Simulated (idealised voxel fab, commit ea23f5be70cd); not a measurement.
The following is a process module called voxel wiring stack.
The cross-section on display is named cut; it measures 255 nm wide, and its cells are 5 nm squares.
A cross-section in this document is a grid of square cells, and it is written down as bands, the top band listed before the ones below it; a band is made up of one or more rows of cells.
The entry gives the band's vertical extent as a top height and a bottom height in nm, then its horizontal make-up as materials from left to right, each with a width in nm. "empty" stands for empty space; a single material marked "all across" fills the band edge to edge.
Counting heights begins at 0, where everything beneath is, in the wafer as received, one material. The lowest band has no bottom; it goes on downwards, as "top 0, no bottom" shows.
Quick explanation for "30->40": the width changes in equal steps down the rows of cells, from the first number in the band's top row to the second number in its bottom row.
What does "stayed the same" mean for a step? It means no cell of the cross-section changed in that step.
The list in "Sealed internal voids" covers empty spaces of 8 cells or more that cannot reach the top through any open way, and it gives each as width x height at distance; the distance is from the left edge, and width, height and distance are in nm.
Past the settings on a step's line: simulator remark, on that step.
"overlay nm" answers the question of how far to the right of plan the mask lay on a step that has a mask, and when it is negative the answer is to the left.

**plan**
step 1: RECEIVE | material Si
step 2: CONFORMAL_DEP | material SiO2 | thk nm 15
step 3: CONFORMAL_DEP | material SiN | thk nm 5
step 4: DIRECTIONAL_DEP | material lowk | thk nm 15
step 5: DIRECTIONAL_DEP | material aC | thk nm 10
step 6: PATTERN | tone open | mask id METAL_1 | material resist | width nm 20 | pitch nm 35 | thk nm 25 | overlay nm 0
step 7: DIRECTIONAL_ETCH | etch materials aC | depth nm 10
step 8: STRIP | etch materials resist
step 9: DIRECTIONAL_ETCH | etch materials lowk | depth nm 15
step 10: DIRECTIONAL_ETCH | etch materials SiN | depth nm 5
step 11: STRIP | etch materials aC
step 12: CONFORMAL_DEP | material TiN | thk nm 5
step 13: FILL_DEP | material Cu | thk nm 10
step 14: CMP | height nm 35
step 15: CONFORMAL_DEP | material SiCN | thk nm 5
step 16: DIRECTIONAL_DEP | material lowk | thk nm 30
step 17: PATTERN | tone open | mask id METAL_2_HOLES | material resist | width nm 15 | pitch nm 70 | thk nm 15 | overlay nm 0
step 18: DIRECTIONAL_ETCH | etch materials lowk | depth nm 30
step 19: STRIP | etch materials resist
step 20: MASKED_ETCH | tone open | mask id METAL_2 | width nm 20 | pitch nm 35 | etch materials lowk | depth nm 20 | overlay nm 0
step 21: MASKED_ETCH | tone open | mask id METAL_2 | width nm 20 | pitch nm 35 | etch materials SiCN | depth nm 5 | overlay nm 0
step 22: CONFORMAL_DEP | material TiN | thk nm 5
step 23: FILL_DEP | material Cu | thk nm 5
step 24: CMP | height nm 70
step 25: CONFORMAL_DEP | material SiN | thk nm 5

**Run as planned: first of two wafers**

**Cross-section of the incoming wafer, state after step 1**
> top 0, no bottom  Si all across
> Sealed internal voids: none

**So this is the wafer cross-section right after step 2**
> top 15, bottom 0  SiO2 all across
> Nothing below the height 0 has changed.

**So this is the wafer cross-section right after step 3**
> top 20, bottom 15  SiN all across
> Nothing below the height 15 has changed.

**So this is the wafer cross-section right after step 4**
> top 35, bottom 20  lowk all across
> Nothing below the height 20 has changed.

**So this is the wafer cross-section right after step 5**
> top 45, bottom 35  aC all across
> Nothing below the height 35 has changed.

**So this is the wafer cross-section right after step 6**
> top 70, bottom 45  65 of resist, 20 of empty, 15 of resist, 20 of empty, 15 of resist, 20 of empty, 15 of resist, 20 of empty, 65 of resist
> Nothing below the height 45 has changed.

**So this is the wafer cross-section right after step 7**
> top 60, bottom 45  65 of resist, 20 of empty, 15 of resist, 20 of empty, 15 of resist, 20 of empty, 15 of resist, 20 of empty, 65 of resist
> top 45, bottom 35  65 of aC, 20 of empty, 15 of aC, 20 of empty, 15 of aC, 20 of empty, 15 of aC, 20 of empty, 65 of aC
> Nothing below the height 35 has changed.

**So this is the wafer cross-section right after step 8**
> top 45, bottom 35  65 of aC, 20 of empty, 15 of aC, 20 of empty, 15 of aC, 20 of empty, 15 of aC, 20 of empty, 65 of aC
> Nothing below the height 35 has changed.

**So this is the wafer cross-section right after step 9**
> top 45, bottom 35  65 of aC, 20 of empty, 15 of aC, 20 of empty, 15 of aC, 20 of empty, 15 of aC, 20 of empty, 65 of aC
> top 35, bottom 20  65 of lowk, 20 of empty, 15 of lowk, 20 of empty, 15 of lowk, 20 of empty, 15 of lowk, 20 of empty, 65 of lowk
> Nothing below the height 20 has changed.

**So this is the wafer cross-section right after step 10**
> top 45, bottom 35  65 of aC, 20 of empty, 15 of aC, 20 of empty, 15 of aC, 20 of empty, 15 of aC, 20 of empty, 65 of aC
> top 35, bottom 20  65 of lowk, 20 of empty, 15 of lowk, 20 of empty, 15 of lowk, 20 of empty, 15 of lowk, 20 of empty, 65 of lowk
> top 20, bottom 15  65 of SiN, 20 of empty, 15 of SiN, 20 of empty, 15 of SiN, 20 of empty, 15 of SiN, 20 of empty, 65 of SiN
> Nothing below the height 15 has changed.

**So this is the wafer cross-section right after step 11**
> top 35, bottom 20  65 of lowk, 20 of empty, 15 of lowk, 20 of empty, 15 of lowk, 20 of empty, 15 of lowk, 20 of empty, 65 of lowk
> Nothing below the height 20 has changed.

**So this is the wafer cross-section right after step 12**
> top 40, bottom 35  70 of TiN, 10 of empty, 25 of TiN, 10 of empty, 25 of TiN, 10 of empty, 25 of TiN, 10 of empty, 70 of TiN
> top 35, bottom 20  65 of lowk, 5 of TiN, 10 of empty, 5 of TiN, 15 of lowk, 5 of TiN, 10 of empty, 5 of TiN, 15 of lowk, 5 of TiN, 10 of empty, 5 of TiN, 15 of lowk, 5 of TiN, 10 of empty, 5 of TiN, 65 of lowk
> top 20, bottom 15  65 of SiN, 20 of TiN, 15 of SiN, 20 of TiN, 15 of SiN, 20 of TiN, 15 of SiN, 20 of TiN, 65 of SiN
> Nothing below the height 15 has changed.

**So this is the wafer cross-section right after step 13**
> top 50, bottom 40  Cu all across
> top 40, bottom 35  70 of TiN, 10 of Cu, 25 of TiN, 10 of Cu, 25 of TiN, 10 of Cu, 25 of TiN, 10 of Cu, 70 of TiN
> top 35, bottom 20  65 of lowk, 5 of TiN, 10 of Cu, 5 of TiN, 15 of lowk, 5 of TiN, 10 of Cu, 5 of TiN, 15 of lowk, 5 of TiN, 10 of Cu, 5 of TiN, 15 of lowk, 5 of TiN, 10 of Cu, 5 of TiN, 65 of lowk
> Nothing below the height 20 has changed.

**So this is the wafer cross-section right after step 14**
> top 35, bottom 20  65 of lowk, 5 of TiN, 10 of Cu, 5 of TiN, 15 of lowk, 5 of TiN, 10 of Cu, 5 of TiN, 15 of lowk, 5 of TiN, 10 of Cu, 5 of TiN, 15 of lowk, 5 of TiN, 10 of Cu, 5 of TiN, 65 of lowk
> Nothing below the height 20 has changed.

**So this is the wafer cross-section right after step 15**
> top 40, bottom 35  SiCN all across
> Nothing below the height 35 has changed.

**So this is the wafer cross-section right after step 16**
> top 70, bottom 40  lowk all across
> Nothing below the height 40 has changed.

**So this is the wafer cross-section right after step 17**
> top 85, bottom 70  65 of resist, 15 of empty, 55 of resist, 15 of empty, 105 of resist
> Nothing below the height 70 has changed.

**So this is the wafer cross-section right after step 18**
> top 85, bottom 70  65 of resist, 15 of empty, 55 of resist, 15 of empty, 105 of resist
> top 70, bottom 40  65 of lowk, 15 of empty, 55 of lowk, 15 of empty, 105 of lowk
> Nothing below the height 40 has changed.

**So this is the wafer cross-section right after step 19**
> top 70, bottom 40  65 of lowk, 15 of empty, 55 of lowk, 15 of empty, 105 of lowk
> Nothing below the height 40 has changed.

**So this is the wafer cross-section right after step 20**
> top 70, bottom 50  65 of lowk, 20 of empty, 15 of lowk, 20 of empty, 15 of lowk, 20 of empty, 15 of lowk, 20 of empty, 65 of lowk
> Nothing below the height 50 has changed.

**So this is the wafer cross-section right after step 21**
> top 70, bottom 50  65 of lowk, 20 of empty, 15 of lowk, 20 of empty, 15 of lowk, 20 of empty, 15 of lowk, 20 of empty, 65 of lowk
> top 50, bottom 40  65 of lowk, 15 of empty, 55 of lowk, 15 of empty, 105 of lowk
> top 40, bottom 35  65 of SiCN, 15 of empty, 55 of SiCN, 15 of empty, 105 of SiCN
> Nothing below the height 35 has changed.

**So this is the wafer cross-section right after step 22**
> top 75, bottom 70  70 of TiN, 10 of empty, 25 of TiN, 10 of empty, 25 of TiN, 10 of empty, 25 of TiN, 10 of empty, 70 of TiN
> top 70, bottom 55  65 of lowk, 5 of TiN, 10 of empty, 5 of TiN, 15 of lowk, 5 of TiN, 10 of empty, 5 of TiN, 15 of lowk, 5 of TiN, 10 of empty, 5 of TiN, 15 of lowk, 5 of TiN, 10 of empty, 5 of TiN, 65 of lowk
> top 55, bottom 50  65 of lowk, 5 of TiN, 5 of empty, 10 of TiN, 15 of lowk, 20 of TiN, 15 of lowk, 5 of TiN, 5 of empty, 10 of TiN, 15 of lowk, 20 of TiN, 65 of lowk
> top 50, bottom 40  65 of lowk, 5 of TiN, 5 of empty, 5 of TiN, 55 of lowk, 5 of TiN, 5 of empty, 5 of TiN, 105 of lowk
> top 40, bottom 35  65 of SiCN, 15 of TiN, 55 of SiCN, 15 of TiN, 105 of SiCN
> Nothing below the height 35 has changed.

**So this is the wafer cross-section right after step 23**
> top 80, bottom 75  Cu all across
> top 75, bottom 70  70 of TiN, 10 of Cu, 25 of TiN, 10 of Cu, 25 of TiN, 10 of Cu, 25 of TiN, 10 of Cu, 70 of TiN
> top 70, bottom 55  65 of lowk, 5 of TiN, 10 of Cu, 5 of TiN, 15 of lowk, 5 of TiN, 10 of Cu, 5 of TiN, 15 of lowk, 5 of TiN, 10 of Cu, 5 of TiN, 15 of lowk, 5 of TiN, 10 of Cu, 5 of TiN, 65 of lowk
> top 55, bottom 50  65 of lowk, 5 of TiN, 5 of Cu, 10 of TiN, 15 of lowk, 20 of TiN, 15 of lowk, 5 of TiN, 5 of Cu, 10 of TiN, 15 of lowk, 20 of TiN, 65 of lowk
> top 50, bottom 40  65 of lowk, 5 of TiN, 5 of Cu, 5 of TiN, 55 of lowk, 5 of TiN, 5 of Cu, 5 of TiN, 105 of lowk
> Nothing below the height 40 has changed.

**So this is the wafer cross-section right after step 24**
> top 70, bottom 55  65 of lowk, 5 of TiN, 10 of Cu, 5 of TiN, 15 of lowk, 5 of TiN, 10 of Cu, 5 of TiN, 15 of lowk, 5 of TiN, 10 of Cu, 5 of TiN, 15 of lowk, 5 of TiN, 10 of Cu, 5 of TiN, 65 of lowk
> Nothing below the height 55 has changed.

**So this is the wafer cross-section right after step 25**
> top 75, bottom 70  SiN all across
> Nothing below the height 70 has changed.

**Second Wafer (Identical Start and Plan, One Processing Error; Matches First Wafer Through Step 5)**

**Cross-sectional view of the second wafer at the intended end time of process step 6**
> top 70, bottom 45  65 of empty, 20 of resist, 15 of empty, 20 of resist, 15 of empty, 20 of resist, 15 of empty, 20 of resist, 65 of empty
> Nothing below the height 45 has changed.

**Cross-sectional view of the second wafer at the intended end time of process step 7**
> top 60, bottom 45  65 of empty, 20 of resist, 15 of empty, 20 of resist, 15 of empty, 20 of resist, 15 of empty, 20 of resist, 65 of empty
> top 45, bottom 35  65 of empty, 20 of aC, 15 of empty, 20 of aC, 15 of empty, 20 of aC, 15 of empty, 20 of aC, 65 of empty
> Nothing below the height 35 has changed.

**Cross-sectional view of the second wafer at the intended end time of process step 8**
> top 45, bottom 35  65 of empty, 20 of aC, 15 of empty, 20 of aC, 15 of empty, 20 of aC, 15 of empty, 20 of aC, 65 of empty
> Nothing below the height 35 has changed.

**Cross-sectional view of the second wafer at the intended end time of process step 9**
> top 45, bottom 35  65 of empty, 20 of aC, 15 of empty, 20 of aC, 15 of empty, 20 of aC, 15 of empty, 20 of aC, 65 of empty
> top 35, bottom 20  65 of empty, 20 of lowk, 15 of empty, 20 of lowk, 15 of empty, 20 of lowk, 15 of empty, 20 of lowk, 65 of empty
> Nothing below the height 20 has changed.

**Cross-sectional view of the second wafer at the intended end time of process step 10**
> top 45, bottom 35  65 of empty, 20 of aC, 15 of empty, 20 of aC, 15 of empty, 20 of aC, 15 of empty, 20 of aC, 65 of empty
> top 35, bottom 20  65 of empty, 20 of lowk, 15 of empty, 20 of lowk, 15 of empty, 20 of lowk, 15 of empty, 20 of lowk, 65 of empty
> top 20, bottom 15  65 of empty, 20 of SiN, 15 of empty, 20 of SiN, 15 of empty, 20 of SiN, 15 of empty, 20 of SiN, 65 of empty
> Nothing below the height 15 has changed.

**Cross-sectional view of the second wafer at the intended end time of process step 11**
> top 35, bottom 20  65 of empty, 20 of lowk, 15 of empty, 20 of lowk, 15 of empty, 20 of lowk, 15 of empty, 20 of lowk, 65 of empty
> Nothing below the height 20 has changed.

**Cross-sectional view of the second wafer at the intended end time of process step 12**
> top 40, bottom 35  60 of empty, 30 of TiN, 5 of empty, 30 of TiN, 5 of empty, 30 of TiN, 5 of empty, 30 of TiN, 60 of empty
> top 35, bottom 20  60 of empty, 5 of TiN, 20 of lowk, 5 of TiN, 5 of empty, 5 of TiN, 20 of lowk, 5 of TiN, 5 of empty, 5 of TiN, 20 of lowk, 5 of TiN, 5 of empty, 5 of TiN, 20 of lowk, 5 of TiN, 60 of empty
> top 20, bottom 15  65 of TiN, 20 of SiN, 15 of TiN, 20 of SiN, 15 of TiN, 20 of SiN, 15 of TiN, 20 of SiN, 65 of TiN
> Nothing below the height 15 has changed.

**Cross-sectional view of the second wafer at the intended end time of process step 13**
> top 50, bottom 40  Cu all across
> top 40, bottom 35  60 of Cu, 30 of TiN, 5 of Cu, 30 of TiN, 5 of Cu, 30 of TiN, 5 of Cu, 30 of TiN, 60 of Cu
> top 35, bottom 20  60 of Cu, 5 of TiN, 20 of lowk, 5 of TiN, 5 of Cu, 5 of TiN, 20 of lowk, 5 of TiN, 5 of Cu, 5 of TiN, 20 of lowk, 5 of TiN, 5 of Cu, 5 of TiN, 20 of lowk, 5 of TiN, 60 of Cu
> Nothing below the height 20 has changed.

**Cross-sectional view of the second wafer at the intended end time of process step 14**
> top 35, bottom 20  60 of Cu, 5 of TiN, 20 of lowk, 5 of TiN, 5 of Cu, 5 of TiN, 20 of lowk, 5 of TiN, 5 of Cu, 5 of TiN, 20 of lowk, 5 of TiN, 5 of Cu, 5 of TiN, 20 of lowk, 5 of TiN, 60 of Cu
> Nothing below the height 20 has changed.

**Cross-sectional view of the second wafer at the intended end time of process step 15**
> top 40, bottom 35  SiCN all across
> Nothing below the height 35 has changed.

**Cross-sectional view of the second wafer at the intended end time of process step 16**
> top 70, bottom 40  lowk all across
> Nothing below the height 40 has changed.

**Cross-sectional view of the second wafer at the intended end time of process step 17**
> top 85, bottom 70  65 of resist, 15 of empty, 55 of resist, 15 of empty, 105 of resist
> Nothing below the height 70 has changed.

**Cross-sectional view of the second wafer at the intended end time of process step 18**
> top 85, bottom 70  65 of resist, 15 of empty, 55 of resist, 15 of empty, 105 of resist
> top 70, bottom 40  65 of lowk, 15 of empty, 55 of lowk, 15 of empty, 105 of lowk
> Nothing below the height 40 has changed.

**Cross-sectional view of the second wafer at the intended end time of process step 19**
> top 70, bottom 40  65 of lowk, 15 of empty, 55 of lowk, 15 of empty, 105 of lowk
> Nothing below the height 40 has changed.

**Cross-sectional view of the second wafer at the intended end time of process step 20**
> top 70, bottom 50  65 of lowk, 20 of empty, 15 of lowk, 20 of empty, 15 of lowk, 20 of empty, 15 of lowk, 20 of empty, 65 of lowk
> Nothing below the height 50 has changed.

**Cross-sectional view of the second wafer at the intended end time of process step 21**
> top 70, bottom 50  65 of lowk, 20 of empty, 15 of lowk, 20 of empty, 15 of lowk, 20 of empty, 15 of lowk, 20 of empty, 65 of lowk
> top 50, bottom 40  65 of lowk, 15 of empty, 55 of lowk, 15 of empty, 105 of lowk
> top 40, bottom 35  65 of SiCN, 15 of empty, 55 of SiCN, 15 of empty, 105 of SiCN
> Nothing below the height 35 has changed.

**Cross-sectional view of the second wafer at the intended end time of process step 22**
> top 75, bottom 70  70 of TiN, 10 of empty, 25 of TiN, 10 of empty, 25 of TiN, 10 of empty, 25 of TiN, 10 of empty, 70 of TiN
> top 70, bottom 55  65 of lowk, 5 of TiN, 10 of empty, 5 of TiN, 15 of lowk, 5 of TiN, 10 of empty, 5 of TiN, 15 of lowk, 5 of TiN, 10 of empty, 5 of TiN, 15 of lowk, 5 of TiN, 10 of empty, 5 of TiN, 65 of lowk
> top 55, bottom 50  65 of lowk, 5 of TiN, 5 of empty, 10 of TiN, 15 of lowk, 20 of TiN, 15 of lowk, 5 of TiN, 5 of empty, 10 of TiN, 15 of lowk, 20 of TiN, 65 of lowk
> top 50, bottom 40  65 of lowk, 5 of TiN, 5 of empty, 5 of TiN, 55 of lowk, 5 of TiN, 5 of empty, 5 of TiN, 105 of lowk
> top 40, bottom 35  65 of SiCN, 15 of TiN, 55 of SiCN, 15 of TiN, 105 of SiCN
> Nothing below the height 35 has changed.

**Cross-sectional view of the second wafer at the intended end time of process step 23**
> top 80, bottom 75  Cu all across
> top 75, bottom 70  70 of TiN, 10 of Cu, 25 of TiN, 10 of Cu, 25 of TiN, 10 of Cu, 25 of TiN, 10 of Cu, 70 of TiN
> top 70, bottom 55  65 of lowk, 5 of TiN, 10 of Cu, 5 of TiN, 15 of lowk, 5 of TiN, 10 of Cu, 5 of TiN, 15 of lowk, 5 of TiN, 10 of Cu, 5 of TiN, 15 of lowk, 5 of TiN, 10 of Cu, 5 of TiN, 65 of lowk
> top 55, bottom 50  65 of lowk, 5 of TiN, 5 of Cu, 10 of TiN, 15 of lowk, 20 of TiN, 15 of lowk, 5 of TiN, 5 of Cu, 10 of TiN, 15 of lowk, 20 of TiN, 65 of lowk
> top 50, bottom 40  65 of lowk, 5 of TiN, 5 of Cu, 5 of TiN, 55 of lowk, 5 of TiN, 5 of Cu, 5 of TiN, 105 of lowk
> Nothing below the height 40 has changed.

**Cross-sectional view of the second wafer at the intended end time of process step 24**
> top 70, bottom 55  65 of lowk, 5 of TiN, 10 of Cu, 5 of TiN, 15 of lowk, 5 of TiN, 10 of Cu, 5 of TiN, 15 of lowk, 5 of TiN, 10 of Cu, 5 of TiN, 15 of lowk, 5 of TiN, 10 of Cu, 5 of TiN, 65 of lowk
> Nothing below the height 55 has changed.

**Cross-sectional view of the second wafer at the intended end time of process step 25**
> top 75, bottom 70  SiN all across
> Nothing below the height 70 has changed.
What was done differently from what was planned? step 6 changed vs plan, executed as PATTERN | tone cover | mask id METAL_1 | material resist | width nm 20 | pitch nm 35 | thk nm 25 | overlay nm 0
Final comparison by cell count, materials where the second wafer has more or fewer than the first: Cu +57; SiN -19; TiN +19; lowk -57
